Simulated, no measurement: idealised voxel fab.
The following process module bears the name voxel transistor to metal.
Pictured: cross-section cut, 165 nm wide, on a grid of 5 nm square cells.
In what follows, cross-sections appear as grids of square cells, described through bands that run from the top down, where every band is one or more rows of cells.
Heights first: top, then bottom, in nm. Then materials, left to right, each with a width in nm. "throughout" on a single material: fills the band edge to edge. "empty": empty space.
The level at which height equals 0 is the one under which the wafer, as it arrives, is entirely one material. No lower edge exists for the bottom band, which continues downward and is notated as in "0 nm and below".
Quick explanation for "30..40": the width changes in equal steps down the rows of cells, from the first number in the band's top row to the second number in its bottom row.
"nothing got changed" -> step changed no cross-section cell.
Basically, "Tabulated closed voids" tells you about the enclosed voids: empty spaces with no open way to the top, 8 cells or bigger, each written width x height at distance, where distance is from the left edge, all in nm.
On a step's line, text after the settings is the simulator commenting on that step.
overlay nm: mask offset rightward from planned place, masked step; negative means leftward offset.
### The planned process steps are enumerated hereunder
step 1: RECEIVE,material Si
step 2: CONFORMAL_DEP,material SiO2,thk nm 5
step 3: CONFORMAL_DEP,material SiN,thk nm 10
step 4: PATTERN,tone cover,mask id ACTIVE,material resist,width nm 105,thk nm 15,overlay nm 0
step 5: DIRECTIONAL_ETCH,etch materials SiN,depth nm 10
step 6: DIRECTIONAL_ETCH,etch materials SiO2,depth nm 5
step 7: DIRECTIONAL_ETCH,etch materials Si,depth nm 20
step 8: STRIP,etch materials resist
step 9: FILL_DEP,material SiO2,thk nm 10
step 10: CMP,height nm 15
step 11: SELECTIVE_ETCH,etch materials SiO2,depth nm 5
step 12: STRIP,etch materials SiN
step 13: SELECTIVE_ETCH,etch materials SiO2,depth nm 5
step 14: OXIDIZE,depth nm 5
step 15: DIRECTIONAL_DEP,material polySi,thk nm 25
step 16: DIRECTIONAL_DEP,material SiCN,thk nm 10
step 17: DIRECTIONAL_DEP,material aC,thk nm 15
step 18: PATTERN,tone cover,mask id GATE,material resist,width nm 15,thk nm 30,overlay nm 0
step 19: DIRECTIONAL_ETCH,etch materials aC,depth nm 15
step 20: STRIP,etch materials resist
step 21: DIRECTIONAL_ETCH,etch materials SiCN,depth nm 20
step 22: DIRECTIONAL_ETCH,etch materials polySi,depth nm 35
step 23: STRIP,etch materials aC
step 24: CONFORMAL_DEP,material SiO2,thk nm 5
step 25: DIRECTIONAL_ETCH,etch materials SiO2,depth nm 5
step 26: CONFORMAL_DEP,material SiN,thk nm 5
step 27: DIRECTIONAL_ETCH,etch materials SiN,depth nm 5
step 28: DIRECTIONAL_ETCH,etch materials SiO2,depth nm 5
step 29: EPI,material SiGe,thk nm 5
step 30: FILL_DEP,material SiO2,thk nm 10
step 31: CMP,height nm 35
step 32: DIRECTIONAL_DEP,material SiO2,thk nm 10
step 33: PATTERN,tone open,mask id CONTACT,material resist,width nm 20,pitch nm 65,thk nm 20,overlay nm 0
step 34: DIRECTIONAL_ETCH,etch materials SiO2,depth nm 45
step 35: STRIP,etch materials resist
step 36: CONFORMAL_DEP,material TiN,thk nm 5
step 37: FILL_DEP,material Ru,thk nm 5
step 38: CMP,height nm 45
step 39: DIRECTIONAL_DEP,material TiN,thk nm 5
step 40: DIRECTIONAL_DEP,material W,thk nm 20
step 41: MASKED_ETCH,tone cover,mask id METAL_1,width nm 20,pitch nm 65,etch materials W,depth nm 20,overlay nm 0
step 42: MASKED_ETCH,tone cover,mask id METAL_1,width nm 20,pitch nm 65,etch materials TiN,depth nm 5,overlay nm 0
step 43: CONFORMAL_DEP,material SiCN,thk nm 5
step 44: FILL_DEP,material lowk,thk nm 10
step 45: CMP,height nm 70
step 46: CONFORMAL_DEP,material SiN,thk nm 5
### as received, after step 1
- 0 nm and below = Si throughout
- Tabulated closed voids: none
### Module complete, cross-section. Starting point and plan per above. One mistake made in running the module
- 75 nm to 70 nm = SiN throughout
- 70 nm to 50 nm = 35 nm lowk; 5 nm SiCN; 20 nm W; 5 nm SiCN; 35 nm lowk; 5 nm SiCN; 20 nm W; 5 nm SiCN; 35 nm lowk
- 50 nm to 45 nm = 40 nm SiCN; 20 nm TiN; 45 nm SiCN; 20 nm TiN; 40 nm SiCN
- 45 nm to 35 nm = 40 nm SiO2; 5 nm TiN; 10 nm Ru; 5 nm TiN; 45 nm SiO2; 5 nm TiN; 10 nm Ru; 5 nm TiN; 40 nm SiO2
- 35 nm to 25 nm = 40 nm SiO2; 5 nm TiN; 10 nm Ru; 5 nm TiN; 5 nm SiO2; 5 nm SiN; 25 nm SiCN; 5 nm SiN; 5 nm SiO2; 5 nm TiN; 10 nm Ru; 5 nm TiN; 40 nm SiO2
- 25 nm to 10 nm = 40 nm SiO2; 5 nm TiN; 10 nm Ru; 5 nm TiN; 5 nm SiO2; 5 nm SiN; 5 nm SiCN; 15 nm polySi; 5 nm SiCN; 5 nm SiN; 5 nm SiO2; 5 nm TiN; 10 nm Ru; 5 nm TiN; 40 nm SiO2
- 10 nm to 5 nm = 30 nm SiCN; 5 nm SiN; 5 nm SiO2; 20 nm TiN; 5 nm SiO2; 5 nm SiN; 5 nm SiCN; 15 nm polySi; 5 nm SiCN; 5 nm SiN; 5 nm SiO2; 20 nm TiN; 5 nm SiO2; 5 nm SiN; 30 nm SiCN
- 5 nm to 0 nm = 25 nm SiO2; 50 nm SiCN; 15 nm polySi; 50 nm SiCN; 25 nm SiO2
- 0 nm to -5 nm = SiO2 throughout
- -5 nm to -20 nm = 30 nm SiO2; 105 nm Si; 30 nm SiO2
- -20 nm and below = Si throughout
- Tabulated closed voids: none
Short version of what went wrong: the process deviated at step 24: the operation and settings actually run there were CONFORMAL_DEP,material SiCN,thk nm 5
